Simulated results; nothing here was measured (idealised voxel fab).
The process module that follows is named voxel gate over fins.
This is section cut - it's 240 nm across, gridded in 5 nm square cells.
When this document writes out a cross-section, it uses a grid of square cells and lists it as bands, beginning at the top and moving down, with a band standing for one or more rows of cells. Band: top height; bottom height; in nm. Then, left to right: material with width in nm, for each material. "all across": a single material spanning edge to edge. "air": empty space. A quick word on heights: they are counted from 0, and under that level the wafer as it came to us is one material throughout. The lowest band is different from the rest in having no bottom; it simply continues downward, written as in "z 0 and below". Graded width ("30..40"): value in top row of band = first number; value in bottom row = second number; row-to-row change constant. What does "nothing got changed" mean for a step? It means no cell of the cross-section changed in that step. Listed in "Voids, sealed": every empty space of 8 or more cells without an open way to the top. Form: width x height at distance, the distance being from the left edge, all in nm. Note: text after step settings on the step line = simulator remark on that step. When a step includes a mask, the "overlay nm" setting on its line states how far to the right of its planned place that mask lay, and negative values state how far to the left.

[Intended process steps]
step 1: RECEIVE [material Si]
step 2: CONFORMAL_DEP [material SiN] [thk nm 5]
step 3: PATTERN [tone cover] [mask id FINS] [material resist] [width nm 15] [pitch nm 60] [thk nm 20] [overlay nm 0]
step 4: DIRECTIONAL_ETCH [etch materials SiN] [depth nm 5]
step 5: DIRECTIONAL_ETCH [etch materials Si] [depth nm 35]
step 6: STRIP [etch materials resist]
step 7: OXIDIZE [depth nm 5]
step 8: FILL_DEP [material SiO2] [thk nm 15]
step 9: CMP [height nm 5]
step 10: MASKED_ETCH [tone open] [mask id RAIL] [width nm 15] [etch materials SiO2] [depth nm 35] [overlay nm 0]
step 11: CONFORMAL_DEP [material TiN] [thk nm 5]
step 12: FILL_DEP [material W] [thk nm 5]
step 13: CMP [height nm 5]
step 14: SELECTIVE_ETCH [etch materials W Ru TiN] [depth nm 30]
step 15: FILL_DEP [material SiO2] [thk nm 5]
step 16: CMP [height nm 5]
step 17: SELECTIVE_ETCH [etch materials SiO2] [depth nm 20]
step 18: STRIP [etch materials SiN]
step 19: CONFORMAL_DEP [material HfO2] [thk nm 5]
step 20: CONFORMAL_DEP [material TiN] [thk nm 5]
step 21: CONFORMAL_DEP [material TiAl] [thk nm 5]
step 22: CONFORMAL_DEP [material TiN] [thk nm 5]
step 23: FILL_DEP [material W] [thk nm 15]
step 24: CMP [height nm 30]
step 25: CONFORMAL_DEP [material SiCN] [thk nm 5]

[Cross-sectional view of the wafer in its as-received condition, corresponding to the state after step 1]
z 0 and below = Si all across
Voids, sealed: none

[Sectioned view, first of two wafers, at the close of the module, processed as intended in the plan]
z 35 to 30 = SiCN all across
z 30 to 20 = W all across
z 20 to 15 = W=65; TiN=45; W=15; TiN=45; W=70
z 15 to 10 = W=65; TiN=5; TiAl=35; TiN=5; W=15; TiN=5; TiAl=35; TiN=5; W=70
z 10 to 5 = W=65; TiN=5; TiAl=5; TiN=25; TiAl=5; TiN=5; W=15; TiN=5; TiAl=5; TiN=25; TiAl=5; TiN=5; W=70
z 5 to 0 = TiN=70; TiAl=5; TiN=5; HfO2=15; TiN=5; TiAl=5; TiN=25; TiAl=5; TiN=5; HfO2=15; TiN=5; TiAl=5; TiN=75
z 0 to -5 = TiAl=75; TiN=5; HfO2=5; Si=5; HfO2=5; TiN=5; TiAl=35; TiN=5; HfO2=5; Si=5; HfO2=5; TiN=5; TiAl=80
z -5 to -10 = TiN=80; HfO2=5; Si=5; HfO2=5; TiN=45; HfO2=5; Si=5; HfO2=5; TiN=85
z -10 to -15 = HfO2=85; Si=5; HfO2=55; Si=5; HfO2=90
z -15 to -25 = SiO2=85; Si=5; SiO2=55; Si=5; SiO2=90
z -25 to -30 = SiO2=85; Si=5; SiO2=20; TiN=15; SiO2=20; Si=5; SiO2=90
z -30 to -40 = SiO2=85; Si=5; SiO2=55; Si=5; SiO2=90
z -40 and below = Si all across
Voids, sealed: none

[Wafer two (of two), end-of-module cross-section: start = wafer one, plan = wafer one, one run mistake]
z 35 to 30 = SiCN all across
z 30 to 20 = W all across
z 20 to 15 = W=65; TiN=50; W=10; TiN=50; W=65
z 15 to 10 = W=65; TiN=5; TiAl=40; TiN=5; W=10; TiN=5; TiAl=40; TiN=5; W=65
z 10 to 5 = W=65; TiN=5; TiAl=5; TiN=30; TiAl=5; TiN=5; W=10; TiN=5; TiAl=5; TiN=30; TiAl=5; TiN=5; W=65
z 5 to 0 = TiN=70; TiAl=5; TiN=5; HfO2=20; TiN=5; TiAl=5; TiN=20; TiAl=5; TiN=5; HfO2=20; TiN=5; TiAl=5; TiN=70
z 0 to -5 = TiAl=75; TiN=5; HfO2=5; Si=10; HfO2=5; TiN=5; TiAl=30; TiN=5; HfO2=5; Si=10; HfO2=5; TiN=5; TiAl=75
z -5 to -10 = TiN=80; HfO2=5; Si=10; HfO2=5; TiN=40; HfO2=5; Si=10; HfO2=5; TiN=80
z -10 to -15 = HfO2=85; Si=10; HfO2=50; Si=10; HfO2=85
z -15 to -25 = SiO2=85; Si=10; SiO2=50; Si=10; SiO2=85
z -25 to -30 = SiO2=85; Si=10; SiO2=15; TiN=15; SiO2=20; Si=10; SiO2=85
z -30 to -40 = SiO2=85; Si=10; SiO2=50; Si=10; SiO2=85
z -40 and below = Si all across
Voids, sealed: none
What was done differently from what was planned? step 3: run off-plan, actual operation and settings PATTERN [tone cover] [mask id FINS] [material resist] [width nm 20] [pitch nm 60] [thk nm 20] [overlay nm 0]
Wafer comparison, final, in cells, second relative to first, materials more or fewer: +16 Si | -10 SiO2 | -6 W
